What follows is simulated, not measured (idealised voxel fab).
Proc. module: voxel wiring stack
Cross-section cut spans 155 nm and uses square cells 5 nm in size.
Think of the cross-section as a grid of square cells. We describe it in bands, top to bottom, and each band covers one or more rows of those cells.
Heads up on the band format: heights come first, top then bottom, in nm. After that it's the materials left to right, each with its width in nm. A single material flagged "throughout" fills the whole band edge to edge, and "blank" means there's empty space there.
Height reference: 0 = level under which incoming wafer is all one material. Lowest band: no bottom, runs on downward, e.g. "0 nm and below".
Width: "30 to 40" (first number = top row, second number = bottom row, same change from row to row of cells).
Take "nothing changed" at face value: in the step it is given for, the cross-section changed in none of its cells.
Under "Closed cavity list" you'll find the enclosed gaps, the ones with no way out to the top, that are 8 cells or bigger; each reads width x height at distance, with distance counted from the left edge, everything in nm.
Whatever follows a step's settings on its line is a remark the simulator itself makes about that step.
On any step carrying a mask, the "overlay nm" setting, if present on the step's line, tells how far right of its planned place the mask lay; negative values point to the left.
### Here's what the planned process steps look like
- 1: op RECEIVE | material Si
- 2: op CONFORMAL_DEP | material SiO2 | thk nm 10
- 3: op DIRECTIONAL_DEP | material TiN | thk nm 5
- 4: op DIRECTIONAL_DEP | material Ru | thk nm 15
- 5: op MASKED_ETCH | tone cover | mask id METAL_1 | width nm 25 | pitch nm 45 | etch materials Ru | depth nm 15 | overlay nm 0
- 6: op MASKED_ETCH | tone cover | mask id METAL_1 | width nm 25 | pitch nm 45 | etch materials TiN | depth nm 5 | overlay nm 0
- 7: op FILL_DEP | material lowk | thk nm 5
- 8: op CMP | height nm 30
- 9: op CONFORMAL_DEP | material SiCN | thk nm 5
- 10: op DIRECTIONAL_DEP | material lowk | thk nm 10
- 11: op MASKED_ETCH | tone open | mask id PLUG_1 | width nm 15 | pitch nm 45 | etch materials lowk | depth nm 10 | overlay nm 0
- 12: op MASKED_ETCH | tone open | mask id PLUG_1 | width nm 15 | pitch nm 45 | etch materials SiCN | depth nm 5 | overlay nm 0
- 13: op EPI | material Ru | thk nm 10
- 14: op EPI | material Ru | thk nm 5
- 15: op CONFORMAL_DEP | material SiCN | thk nm 5
- 16: op DIRECTIONAL_DEP | material SiO2 | thk nm 25
- 17: op PATTERN | tone open | mask id METAL_2 | material resist | width nm 25 | pitch nm 45 | thk nm 20 | overlay nm 0
- 18: op DIRECTIONAL_ETCH | etch materials SiO2 | depth nm 25
- 19: op DIRECTIONAL_ETCH | etch materials SiCN | depth nm 5
- 20: op STRIP | etch materials resist
- 21: op CONFORMAL_DEP | material TiN | thk nm 5
- 22: op FILL_DEP | material Ru | thk nm 10
- 23: op CMP | height nm 75
- 24: op CONFORMAL_DEP | material SiCN | thk nm 5
- 25: op DIRECTIONAL_DEP | material SiO2 | thk nm 35
- 26: op PATTERN | tone open | mask id METAL_3 | material resist | width nm 25 | pitch nm 45 | thk nm 20 | overlay nm 0
- 27: op DIRECTIONAL_ETCH | etch materials SiO2 | depth nm 20
- 28: op STRIP | etch materials resist
- 29: op MASKED_ETCH | tone open | mask id METAL_3_HOLES | width nm 15 | pitch nm 90 | etch materials SiO2 | depth nm 15 | overlay nm 0
- 30: op MASKED_ETCH | tone open | mask id METAL_3_HOLES | width nm 15 | pitch nm 90 | etch materials SiCN | depth nm 5 | overlay nm 0
- 31: op CONFORMAL_DEP | material TiN | thk nm 5
- 32: op FILL_DEP | material Cu | thk nm 5
- 33: op CMP | height nm 115
- 34: op CONFORMAL_DEP | material SiN | thk nm 5
### Wafer cross-section on receipt, i.e. after step 1
0 nm and below | Si throughout
Closed cavity list: none
### One mistake in running the module, otherwise start and plan as above: cross-section at the end
120 nm to 115 nm | SiN throughout
115 nm to 100 nm | 20 nm SiO2, 5 nm TiN, 15 nm Cu, 5 nm TiN, 20 nm SiO2, 5 nm TiN, 15 nm Cu, 5 nm TiN, 20 nm SiO2, 5 nm TiN, 15 nm Cu, 5 nm TiN, 20 nm SiO2
100 nm to 95 nm | 20 nm SiO2, 5 nm TiN, 10 nm Cu, 10 nm TiN, 20 nm SiO2, 25 nm TiN, 20 nm SiO2, 5 nm TiN, 10 nm Cu, 10 nm TiN, 20 nm SiO2
95 nm to 85 nm | 20 nm SiO2, 5 nm TiN, 10 nm Cu, 5 nm TiN, 70 nm SiO2, 5 nm TiN, 10 nm Cu, 5 nm TiN, 25 nm SiO2
85 nm to 80 nm | 20 nm SiO2, 5 nm TiN, 5 nm Cu, 10 nm TiN, 70 nm SiO2, 5 nm TiN, 5 nm Cu, 10 nm TiN, 25 nm SiO2
80 nm to 75 nm | 20 nm SiCN, 15 nm TiN, 75 nm SiCN, 15 nm TiN, 30 nm SiCN
75 nm to 50 nm | 20 nm SiO2, 5 nm TiN, 15 nm Ru, 5 nm TiN, 20 nm SiO2, 5 nm TiN, 15 nm Ru, 5 nm TiN, 20 nm SiO2, 5 nm TiN, 15 nm Ru, 5 nm TiN, 20 nm SiO2
50 nm to 45 nm | 20 nm SiCN, 25 nm TiN, 20 nm SiCN, 25 nm TiN, 20 nm SiCN, 25 nm TiN, 20 nm SiCN
45 nm to 35 nm | 20 nm lowk, 15 nm Ru, 30 nm lowk, 15 nm Ru, 30 nm lowk, 15 nm Ru, 30 nm lowk
35 nm to 30 nm | 20 nm SiCN, 15 nm Ru, 30 nm SiCN, 15 nm Ru, 30 nm SiCN, 15 nm Ru, 30 nm SiCN
30 nm to 15 nm | 20 nm lowk, 25 nm Ru, 20 nm lowk, 25 nm Ru, 20 nm lowk, 25 nm Ru, 20 nm lowk
15 nm to 10 nm | 20 nm lowk, 25 nm TiN, 20 nm lowk, 25 nm TiN, 20 nm lowk, 25 nm TiN, 20 nm lowk
10 nm to 0 nm | SiO2 throughout
0 nm and below | Si throughout
Closed cavity list: none
what went wrong: step 29 ran differently from the plan; actual operation with settings: op MASKED_ETCH | tone open | mask id METAL_3_HOLES | width nm 20 | pitch nm 90 | etch materials SiO2 | depth nm 15 | overlay nm 0
